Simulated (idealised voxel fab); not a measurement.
This section sets out a process module, namely voxel wiring stack.
Pictured: cross-section cut, 240 nm wide, on a grid of 5 nm square cells.
Heads up, the way a cross-section reads in here is a grid of square cells, handed over as bands from the top down, with every band being one or more rows of cells.
In this notation a band is specified by the heights of its top and bottom, in that order and in nm, after which its materials appear from left to right, each paired with its width in nm. The word "all across" attached to a single material means that material fills the band from edge to edge; the word "blank" stands for empty space.
The level at which height equals 0 is the one under which the wafer, as it arrives, is entirely one material. No lower edge exists for the bottom band, which continues downward and is notated as in "0 down".
The notation "30 to 40" denotes a width that varies across the rows of cells in the band, beginning at the first number in the top row, finishing at the second number in the bottom row, and changing by an identical amount from each row to the next.
Any step labelled "nothing was modified" changed none of the cells in the cross-section.
What "Enclosed empty spaces" gives you is every empty space of 8 cells or more that is cut off from the top. Each appears as width x height at distance, with the distance taken from the left edge and width, height and distance all in nm.
Heads up: the bit after the settings on a step's line is the simulator's remark on that step.
The "overlay nm" setting may appear on a step's line; for a step that uses a mask, it gives how far to the right of its planned position the mask lay, and a negative value indicates the left.
## List of planned process steps
1) RECEIVE, material Si
2) CONFORMAL_DEP, material SiO2, thk nm 15
3) DIRECTIONAL_DEP, material TiN, thk nm 5
4) DIRECTIONAL_DEP, material Ru, thk nm 15
5) PATTERN, tone cover, mask id METAL_1, material resist, width nm 25, pitch nm 55, thk nm 15, overlay nm 0
6) DIRECTIONAL_ETCH, etch materials Ru, depth nm 15
7) DIRECTIONAL_ETCH, etch materials TiN, depth nm 5
8) STRIP, etch materials resist
9) CONFORMAL_DEP, material SiCN, thk nm 5
10) FILL_DEP, material lowk, thk nm 5
11) CMP, height nm 35
12) CONFORMAL_DEP, material SiCN, thk nm 5
13) DIRECTIONAL_DEP, material SiO2, thk nm 30
14) DIRECTIONAL_DEP, material aC, thk nm 10
15) PATTERN, tone open, mask id METAL_2_HOLES, material resist, width nm 15, pitch nm 55, thk nm 25, overlay nm 0
16) DIRECTIONAL_ETCH, etch materials aC, depth nm 10
17) STRIP, etch materials resist
18) DIRECTIONAL_ETCH, etch materials SiO2, depth nm 30
19) STRIP, etch materials aC
20) DIRECTIONAL_DEP, material aC, thk nm 15
21) PATTERN, tone open, mask id METAL_2, material resist, width nm 25, pitch nm 55, thk nm 35, overlay nm 0
22) DIRECTIONAL_ETCH, etch materials aC, depth nm 15
23) STRIP, etch materials resist
24) DIRECTIONAL_ETCH, etch materials SiO2, depth nm 15
25) DIRECTIONAL_ETCH, etch materials SiCN, depth nm 5
26) STRIP, etch materials aC
27) CONFORMAL_DEP, material TiN, thk nm 5
28) FILL_DEP, material Ru, thk nm 5
29) CMP, height nm 70
30) CONFORMAL_DEP, material SiCN, thk nm 5
## Here's what the wafer looked like in cross-section when it arrived - that's after step 1
  0 down | Si all across
  Enclosed empty spaces: none
## First of two wafers, end-of-module section, run followed plan
  75 to 70 | SiCN all across
  70 to 60 | 50 nm SiO2  5 nm TiN  15 nm Ru  5 nm TiN  30 nm SiO2  5 nm TiN  15 nm Ru  5 nm TiN  30 nm SiO2  5 nm TiN  15 nm Ru  5 nm TiN  55 nm SiO2
  60 to 55 | 50 nm SiO2  5 nm TiN  5 nm Ru  15 nm TiN  30 nm SiO2  5 nm TiN  5 nm Ru  15 nm TiN  30 nm SiO2  5 nm TiN  5 nm Ru  15 nm TiN  55 nm SiO2
  55 to 40 | 50 nm SiO2  5 nm TiN  5 nm Ru  5 nm TiN  40 nm SiO2  5 nm TiN  5 nm Ru  5 nm TiN  40 nm SiO2  5 nm TiN  5 nm Ru  5 nm TiN  65 nm SiO2
  40 to 35 | 50 nm SiCN  15 nm TiN  40 nm SiCN  15 nm TiN  40 nm SiCN  15 nm TiN  65 nm SiCN
  35 to 20 | 45 nm lowk  5 nm SiCN  25 nm Ru  5 nm SiCN  20 nm lowk  5 nm SiCN  25 nm Ru  5 nm SiCN  20 nm lowk  5 nm SiCN  25 nm Ru  5 nm SiCN  50 nm lowk
  20 to 15 | 50 nm SiCN  25 nm TiN  30 nm SiCN  25 nm TiN  30 nm SiCN  25 nm TiN  55 nm SiCN
  15 to 0 | SiO2 all across
  0 down | Si all across
  Enclosed empty spaces: none
## This is the second of the two wafers, cross-sectioned at the end of the module; it started exactly like the first and was given the same plan, but it was run with one mistake
  75 to 70 | SiCN all across
  70 to 60 | 50 nm SiO2  5 nm TiN  15 nm Ru  5 nm TiN  30 nm SiO2  5 nm TiN  15 nm Ru  5 nm TiN  30 nm SiO2  5 nm TiN  15 nm Ru  5 nm TiN  55 nm SiO2
  60 to 55 | 50 nm SiO2  5 nm TiN  5 nm Ru  15 nm TiN  30 nm SiO2  5 nm TiN  5 nm Ru  15 nm TiN  30 nm SiO2  5 nm TiN  5 nm Ru  15 nm TiN  55 nm SiO2
  55 to 40 | 50 nm SiO2  5 nm TiN  5 nm Ru  5 nm TiN  40 nm SiO2  5 nm TiN  5 nm Ru  5 nm TiN  40 nm SiO2  5 nm TiN  5 nm Ru  5 nm TiN  65 nm SiO2
  40 to 35 | 50 nm SiCN  15 nm TiN  40 nm SiCN  15 nm TiN  40 nm SiCN  15 nm TiN  65 nm SiCN
  35 to 25 | 45 nm lowk  5 nm SiCN  25 nm Ru  5 nm SiCN  20 nm lowk  5 nm SiCN  25 nm Ru  5 nm SiCN  20 nm lowk  5 nm SiCN  25 nm Ru  5 nm SiCN  50 nm lowk
  25 to 20 | 50 nm SiCN  25 nm Ru  30 nm SiCN  25 nm Ru  30 nm SiCN  25 nm Ru  55 nm SiCN
  20 to 5 | SiO2 all across
  5 to 0 | TiN all across
  0 down | Si all across
  Enclosed empty spaces: none
Processing error: step 2 ran in the slot meant for step 3, and vice versa
Wafer comparison, final, in cells, second relative to first, materials more or fewer: SiCN -6 | TiN +33 | lowk -27
